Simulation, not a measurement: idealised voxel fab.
process module | voxel spacer lines
270 nm wide, 5 nm square cells: that's cross-section cut.
A cross-section is a grid of square cells, given in bands from the top down. A band is one or more rows of cells.
This entry defines a band. It first specifies the height of the band's top and the height of its bottom in nm, and then specifies the band's materials from left to right, stating each material with its width in nm. The word "edge to edge" identifies a single material that fills the band from edge to edge, while the word "air" identifies empty space.
Beneath 0, the wafer as received is one material, and that level is where height counting begins. The lowest band goes on downward without a bottom; it is written like "0 down".
Per-row width for "30..40": begins at first number (top row of band), ends at second number (bottom row), increment between rows held constant.
Basically "left unchanged" means that step didn't change any cell in the cross-section.
Entry "Fully closed voids" = empty spaces >= 8 cells with no open way to the top; each as width x height at distance, distance from left edge, all nm.
after a step's settings: what the simulator itself notes on the step
A step line may carry the setting "overlay nm", which, for steps involving a mask, states the distance by which the mask lay to the right of its intended position; negative values denote displacement to the left.
## Planned process steps
1. RECEIVE: material Si
2. CONFORMAL_DEP: material SiO2, thk nm 10
3. DIRECTIONAL_DEP: material W, thk nm 20
4. DIRECTIONAL_DEP: material polySi, thk nm 25
5. PATTERN: tone cover, mask id MANDREL, material resist, width nm 15, pitch nm 60, thk nm 35, overlay nm 0
6. DIRECTIONAL_ETCH: etch materials polySi, depth nm 25
7. STRIP: etch materials resist
8. CONFORMAL_DEP: material SiN, thk nm 15
9. DIRECTIONAL_ETCH: etch materials SiN, depth nm 15
10. STRIP: etch materials polySi
11. DIRECTIONAL_ETCH: etch materials W, depth nm 20
12. STRIP: etch materials SiN
13. FILL_DEP: material lowk, thk nm 5
14. CMP: height nm 30
## On the first of the two wafers: run conducted according to plan
## Shown in cross-section is the wafer as received, that is, as it stands after step 1
    0 down = Si edge to edge
    Fully closed voids: none
## How the wafer stands in section after step 2
    10 to 0 = SiO2 edge to edge
    Beneath the level 0, the cross-section is identical to its previous state.
## How the wafer stands in section after step 3
    30 to 10 = W edge to edge
    Beneath the level 10, the cross-section is identical to its previous state.
## How the wafer stands in section after step 4
    55 to 30 = polySi edge to edge
    Beneath the level 30, the cross-section is identical to its previous state.
## How the wafer stands in section after step 5
    90 to 55 = 65 nm air, 15 nm resist, 45 nm air, 15 nm resist, 45 nm air, 15 nm resist, 70 nm air
    Beneath the level 55, the cross-section is identical to its previous state.
## How the wafer stands in section after step 6
    90 to 55 = 65 nm air, 15 nm resist, 45 nm air, 15 nm resist, 45 nm air, 15 nm resist, 70 nm air
    55 to 30 = 65 nm air, 15 nm polySi, 45 nm air, 15 nm polySi, 45 nm air, 15 nm polySi, 70 nm air
    Beneath the level 30, the cross-section is identical to its previous state.
## How the wafer stands in section after step 7
    55 to 30 = 65 nm air, 15 nm polySi, 45 nm air, 15 nm polySi, 45 nm air, 15 nm polySi, 70 nm air
    Beneath the level 30, the cross-section is identical to its previous state.
## How the wafer stands in section after step 8
    70 to 55 = 50 nm air, 45 nm SiN, 15 nm air, 45 nm SiN, 15 nm air, 45 nm SiN, 55 nm air
    55 to 45 = 50 nm air, 15 nm SiN, 15 nm polySi, 15 nm SiN, 15 nm air, 15 nm SiN, 15 nm polySi, 15 nm SiN, 15 nm air, 15 nm SiN, 15 nm polySi, 15 nm SiN, 55 nm air
    45 to 30 = 65 nm SiN, 15 nm polySi, 45 nm SiN, 15 nm polySi, 45 nm SiN, 15 nm polySi, 70 nm SiN
    Beneath the level 30, the cross-section is identical to its previous state.
## How the wafer stands in section after step 9
    55 to 30 = 50 nm air, 15 nm SiN, 15 nm polySi, 15 nm SiN, 15 nm air, 15 nm SiN, 15 nm polySi, 15 nm SiN, 15 nm air, 15 nm SiN, 15 nm polySi, 15 nm SiN, 55 nm air
    Beneath the level 30, the cross-section is identical to its previous state.
## How the wafer stands in section after step 10
    55 to 30 = 50 nm air, 15 nm SiN, 15 nm air, 15 nm SiN, 15 nm air, 15 nm SiN, 15 nm air, 15 nm SiN, 15 nm air, 15 nm SiN, 15 nm air, 15 nm SiN, 55 nm air
    Beneath the level 30, the cross-section is identical to its previous state.
## How the wafer stands in section after step 11
    55 to 30 = 50 nm air, 15 nm SiN, 15 nm air, 15 nm SiN, 15 nm air, 15 nm SiN, 15 nm air, 15 nm SiN, 15 nm air, 15 nm SiN, 15 nm air, 15 nm SiN, 55 nm air
    30 to 10 = 50 nm air, 15 nm W, 15 nm air, 15 nm W, 15 nm air, 15 nm W, 15 nm air, 15 nm W, 15 nm air, 15 nm W, 15 nm air, 15 nm W, 55 nm air
    Beneath the level 10, the cross-section is identical to its previous state.
## How the wafer stands in section after step 12
    30 to 10 = 50 nm air, 15 nm W, 15 nm air, 15 nm W, 15 nm air, 15 nm W, 15 nm air, 15 nm W, 15 nm air, 15 nm W, 15 nm air, 15 nm W, 55 nm air
    Beneath the level 10, the cross-section is identical to its previous state.
## How the wafer stands in section after step 13
    35 to 30 = lowk edge to edge
    30 to 10 = 50 nm lowk, 15 nm W, 15 nm lowk, 15 nm W, 15 nm lowk, 15 nm W, 15 nm lowk, 15 nm W, 15 nm lowk, 15 nm W, 15 nm lowk, 15 nm W, 55 nm lowk
    Beneath the level 10, the cross-section is identical to its previous state.
## How the wafer stands in section after step 14
    30 to 10 = 50 nm lowk, 15 nm W, 15 nm lowk, 15 nm W, 15 nm lowk, 15 nm W, 15 nm lowk, 15 nm W, 15 nm lowk, 15 nm W, 15 nm lowk, 15 nm W, 55 nm lowk
    Beneath the level 10, the cross-section is identical to its previous state.
## Wafer two of the pair: same origin, same plan, one error during the run; identical to wafer one up to and including step 2
## Cross-section: second wafer, time at which step 3 was scheduled to end
    35 to 10 = polySi edge to edge
    Beneath the level 10, the cross-section is identical to its previous state.
## Cross-section: second wafer, time at which step 4 was scheduled to end
    55 to 35 = W edge to edge
    Beneath the level 35, the cross-section is identical to its previous state.
## Cross-section: second wafer, time at which step 5 was scheduled to end
    90 to 55 = 65 nm air, 15 nm resist, 45 nm air, 15 nm resist, 45 nm air, 15 nm resist, 70 nm air
    Beneath the level 55, the cross-section is identical to its previous state.
Cross-section: second wafer, time at which step 6 was scheduled to end: left unchanged
## Cross-section: second wafer, time at which step 7 was scheduled to end
    55 to 35 = W edge to edge
    Beneath the level 35, the cross-section is identical to its previous state.
## Cross-section: second wafer, time at which step 8 was scheduled to end
    70 to 55 = SiN edge to edge
    Beneath the level 55, the cross-section is identical to its previous state.
## Cross-section: second wafer, time at which step 9 was scheduled to end
    55 to 35 = W edge to edge
    Beneath the level 35, the cross-section is identical to its previous state.
Cross-section: second wafer, time at which step 10 was scheduled to end: left unchanged
## Cross-section: second wafer, time at which step 11 was scheduled to end
    35 to 10 = polySi edge to edge
    Beneath the level 10, the cross-section is identical to its previous state.
Cross-section: second wafer, time at which step 12 was scheduled to end: left unchanged
## Cross-section: second wafer, time at which step 13 was scheduled to end
    40 to 35 = lowk edge to edge
    Beneath the level 35, the cross-section is identical to its previous state.
## Cross-section: second wafer, time at which step 14 was scheduled to end
    30 to 10 = polySi edge to edge
    Beneath the level 10, the cross-section is identical to its previous state.
The mistake made against the process plan was this: steps 3 and 4 traded places in the executed sequence
End of process, cell counts, second wafer against first, materials with more or fewer: W -72 | lowk -144 | polySi +216
